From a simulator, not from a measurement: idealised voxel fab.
Process module name: voxel wiring stack
Square cells of 5 nm make up the cross-section cut, whose width is 155 nm.
In this document a cross-section is written as a grid of square cells. It is given as a series of bands, listed from the top down, and a band is one or more rows of cells. This entry defines a band. It first specifies the height of the band's top and the height of its bottom in nm, and then specifies the band's materials from left to right, stating each material with its width in nm. The word "all across" identifies a single material that fills the band from edge to edge, while the word "empty" identifies empty space. Heads up on the height convention: 0 is the point under which the incoming wafer is all one material, and the lowest band has no bottom, it just keeps going down, like "0 down". Width "30..40": first value at the band's top row of cells, second value at its bottom row, equal change from row to row. The cross-section has no changed cell in any step marked "stayed the same". The entry "Unvented internal voids" lists the empty spaces that cover at least 8 cells and have no open path to the top. Each is written as width x height at distance, where the distance is measured from the left edge and all three values are in nm. Note: text after step settings on the step line = simulator remark on that step. The setting "overlay nm" may be written on the line of a step. When the step uses a mask, the value reports how far to the right of the planned place the mask lay, and a negative value reports that it lay to the left.

PLAN
1,RECEIVE with material Si
2,CONFORMAL_DEP with material SiO2, thk nm 10
3,CONFORMAL_DEP with material SiN, thk nm 5
4,DIRECTIONAL_DEP with material lowk, thk nm 25
5,PATTERN with tone open, mask id METAL_1, material resist, width nm 25, pitch nm 55, thk nm 20, overlay nm 0
6,DIRECTIONAL_ETCH with etch materials lowk, depth nm 25
7,DIRECTIONAL_ETCH with etch materials SiN, depth nm 5
8,STRIP with etch materials resist
9,CONFORMAL_DEP with material TiN, thk nm 5
10,FILL_DEP with material Ru, thk nm 10
11,CMP with height nm 40
12,EPI with material Ru, thk nm 5
13,FILL_DEP with material SiCN, thk nm 5
14,DIRECTIONAL_DEP with material lowk, thk nm 15
15,MASKED_ETCH with tone open, mask id PLUG_1, width nm 15, etch materials lowk, depth nm 15, overlay nm 0
16,MASKED_ETCH with tone open, mask id PLUG_1, width nm 15, etch materials SiCN, depth nm 5, overlay nm 0
17,EPI with material Ru, thk nm 10
18,EPI with material Ru, thk nm 10
19,DIRECTIONAL_DEP with material TiN, thk nm 5
20,DIRECTIONAL_DEP with material W, thk nm 20
21,DIRECTIONAL_DEP with material aC, thk nm 15
22,PATTERN with tone cover, mask id METAL_2, material resist, width nm 25, pitch nm 55, thk nm 30, overlay nm 0
23,DIRECTIONAL_ETCH with etch materials aC, depth nm 15
24,STRIP with etch materials resist
25,DIRECTIONAL_ETCH with etch materials W, depth nm 20
26,DIRECTIONAL_ETCH with etch materials TiN, depth nm 5
27,STRIP with etch materials aC
28,FILL_DEP with material SiO2, thk nm 5
29,CMP with height nm 90
30,CONFORMAL_DEP with material SiCN, thk nm 5

CROSS-SECTION: WAFER ON ARRIVAL = AFTER STEP 1
0 down  Si all across
Unvented internal voids: none

FIRST WAFER AT THE END, AS PLANNED
95 to 90  SiCN all across
90 to 70  SiO2 35 nm, then W 25 nm, then SiO2 30 nm, then W 25 nm, then SiO2 40 nm
70 to 65  SiO2 35 nm, then TiN 25 nm, then SiO2 30 nm, then TiN 25 nm, then SiO2 40 nm
65 to 50  lowk 35 nm, then Ru 15 nm, then lowk 105 nm
50 to 45  SiCN 35 nm, then Ru 15 nm, then SiCN 105 nm
45 to 40  SiCN 30 nm, then Ru 35 nm, then SiCN 20 nm, then Ru 35 nm, then SiCN 35 nm
40 to 15  lowk 35 nm, then TiN 5 nm, then Ru 15 nm, then TiN 5 nm, then lowk 30 nm, then TiN 5 nm, then Ru 15 nm, then TiN 5 nm, then lowk 40 nm
15 to 10  SiN 35 nm, then TiN 25 nm, then SiN 30 nm, then TiN 25 nm, then SiN 40 nm
10 to 0  SiO2 all across
0 down  Si all across
Unvented internal voids: none

WHAT THE SECOND WAFER LOOKS LIKE IN CROSS-SECTION ONCE THE MODULE IS DONE. ITS START AND ITS PLAN MATCHED THE FIRST WAFER'S EXACTLY; WHAT DIFFERED WAS ONE MISTAKE IN HOW IT WAS RUN
95 to 90  SiCN all across
90 to 80  SiO2 50 nm, then W 10 nm, then SiO2 30 nm, then W 25 nm, then SiO2 40 nm
80 to 70  SiO2 35 nm, then W 25 nm, then SiO2 30 nm, then W 25 nm, then SiO2 40 nm
70 to 65  SiO2 35 nm, then W 15 nm, then TiN 10 nm, then SiO2 30 nm, then TiN 25 nm, then SiO2 40 nm
65 to 60  lowk 35 nm, then W 15 nm, then lowk 105 nm
60 to 55  lowk 35 nm, then TiN 15 nm, then lowk 105 nm
55 to 50  lowk all across
50 to 45  SiCN all across
45 to 40  SiCN 30 nm, then Ru 35 nm, then SiCN 20 nm, then Ru 35 nm, then SiCN 35 nm
40 to 15  lowk 35 nm, then TiN 5 nm, then Ru 15 nm, then TiN 5 nm, then lowk 30 nm, then TiN 5 nm, then Ru 15 nm, then TiN 5 nm, then lowk 40 nm
15 to 10  SiN 35 nm, then TiN 25 nm, then SiN 30 nm, then TiN 25 nm, then SiN 40 nm
10 to 0  SiO2 all across
0 down  Si all across
Unvented internal voids: none
What broke from the plan during processing? step 15 ran differently from the plan; actual operation with settings: MASKED_ETCH with tone open, mask id PLUG_1, width nm 15, etch materials lowk, depth nm 10, overlay nm 0
Final tally in cells, some materials are higher or lower on the second wafer than on the first: 12 fewer of Ru, 3 more of SiCN, 6 more of SiO2, 3 more of lowk
